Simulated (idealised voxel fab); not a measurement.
process module | voxel released beams
cross-section cut | 185 nm wide | cells 5 nm
A cross-section is a grid of square cells, given in bands from the top down. A band is one or more rows of cells.
Each band's line starts with the height of the band's top and of its bottom, in nm. Then come its materials from left to right, each with its width in nm. One material with "throughout" fills the band from edge to edge. "air" is empty space.
Height 0 is the level under which the wafer as received is all one material. The lowest band goes on downwards, as in "0 down".
A width such as "30 to 40" changes by the same amount from each row of cells to the next, from the band's top row to its bottom row.
"no change" after a step means that no cell of the cross-section changed.
closed voids: empty space of 8 cells or more with no open way to the top, each as width x height at its distance from the left edge, in nm
after a step's settings: what the simulator itself notes on the step
overlay nm, on a step with a mask: how far to the right of its planned place the mask lay; to the left if negative
plan
1 op RECEIVE | material Si
2 op CONFORMAL_DEP | material SiN | thk nm 10
3 op DIRECTIONAL_DEP | material SiO2 | thk nm 5
4 op PATTERN | tone open | mask id ANCHOR | material resist | width nm 25 | thk nm 15 | overlay nm 0
5 op DIRECTIONAL_ETCH | etch materials SiO2 | depth nm 10
6 op STRIP | etch materials resist
7 op CONFORMAL_DEP | material TiN | thk nm 10
8 op MASKED_ETCH | tone cover | mask id BEAM | width nm 95 | etch materials TiN | depth nm 10 | overlay nm 0
9 op STRIP | etch materials SiO2
varied across the wafers: thk nm of step 3. The plan shows the first wafer's value. All wafers start alike
first wafer as received, after step 1
  0 down: Si throughout
  closed voids: none
each wafer at the end: cells of each material gained (+) or lost (-) since it was received, then its closed voids
thk nm 5 | +74 SiN | +42 TiN | closed voids: none
thk nm 10 | +74 SiN | +46 TiN | closed voids: none
thk nm 15 | +74 SiN | closed voids: none
thk nm 20 | +74 SiN | closed voids: none
thk nm 25 | +74 SiN | closed voids: none
